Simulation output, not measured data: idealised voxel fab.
process module | voxel lift off
cross-section cut | 220 nm wide | cells 5 nm
A cross-section is a grid of square cells, given in bands from the top down. A band is one or more rows of cells.
Each band's line starts with the height of the band's top and of its bottom, in nm. Then come its materials from left to right, each with its width in nm. One material with "throughout" fills the band from edge to edge. "air" is empty space.
Height 0 is the level under which the wafer as received is all one material. The lowest band goes on downwards, as in "0 down".
A width such as "30 to 40" changes by the same amount from each row of cells to the next, from the band's top row to its bottom row.
"no change" after a step means that no cell of the cross-section changed.
closed voids: empty space of 8 cells or more with no open way to the top, each as width x height at its distance from the left edge, in nm
after a step's settings: what the simulator itself notes on the step
overlay nm, on a step with a mask: how far to the right of its planned place the mask lay; to the left if negative
plan
1 op RECEIVE | material Si
2 op CONFORMAL_DEP | material SiN | thk nm 5
3 op PATTERN | tone open | mask id LINES | material resist | width nm 25 | pitch nm 50 | thk nm 20 | overlay nm 0
4 op DIRECTIONAL_DEP | material Ru | thk nm 10
5 op STRIP | etch materials resist
6 op CONFORMAL_DEP | material SiCN | thk nm 10
first wafer, as planned
as received, after step 1
  0 down: Si throughout
  closed voids: none
after step 2
  5 to 0: SiN throughout
  below 0: unchanged
after step 3
  25 to 5: resist 20 | air 25 | resist 25 | air 25 | resist 25 | air 25 | resist 25 | air 25 | resist 25
  below 5: unchanged
after step 4
  35 to 25: Ru 20 | air 25 | Ru 25 | air 25 | Ru 25 | air 25 | Ru 25 | air 25 | Ru 25
  25 to 15: resist 20 | air 25 | resist 25 | air 25 | resist 25 | air 25 | resist 25 | air 25 | resist 25
  15 to 5: resist 20 | Ru 25 | resist 25 | Ru 25 | resist 25 | Ru 25 | resist 25 | Ru 25 | resist 25
  below 5: unchanged
after step 5
  15 to 5: air 20 | Ru 25 | air 25 | Ru 25 | air 25 | Ru 25 | air 25 | Ru 25 | air 25
  below 5: unchanged
after step 6
  25 to 15: air 10 | SiCN 45 | air 5 | SiCN 45 | air 5 | SiCN 45 | air 5 | SiCN 45 | air 15
  15 to 5: SiCN 20 | Ru 25 | SiCN 25 | Ru 25 | SiCN 25 | Ru 25 | SiCN 25 | Ru 25 | SiCN 25
  below 5: unchanged
second wafer: like start, like plan, one mistake. Through step 2 it matches the first wafer
when step 3 should have ended
  25 to 5: resist 25 | air 25 | resist 25 | air 25 | resist 25 | air 25 | resist 25 | air 25 | resist 20
  below 5: unchanged
when step 4 should have ended
  35 to 25: Ru 25 | air 25 | Ru 25 | air 25 | Ru 25 | air 25 | Ru 25 | air 25 | Ru 20
  25 to 15: resist 25 | air 25 | resist 25 | air 25 | resist 25 | air 25 | resist 25 | air 25 | resist 20
  15 to 5: resist 25 | Ru 25 | resist 25 | Ru 25 | resist 25 | Ru 25 | resist 25 | Ru 25 | resist 20
  below 5: unchanged
when step 5 should have ended
  15 to 5: air 25 | Ru 25 | air 25 | Ru 25 | air 25 | Ru 25 | air 25 | Ru 25 | air 20
  below 5: unchanged
when step 6 should have ended
  25 to 15: air 15 | SiCN 45 | air 5 | SiCN 45 | air 5 | SiCN 45 | air 5 | SiCN 45 | air 10
  15 to 5: SiCN 25 | Ru 25 | SiCN 25 | Ru 25 | SiCN 25 | Ru 25 | SiCN 25 | Ru 25 | SiCN 20
  below 5: unchanged
what went wrong: step 3 ran as: op PATTERN | tone open | mask id LINES | material resist | width nm 25 | pitch nm 50 | thk nm 20 | overlay nm 5
at the end the second wafer has, in cells: as many of each material as the first, in other places
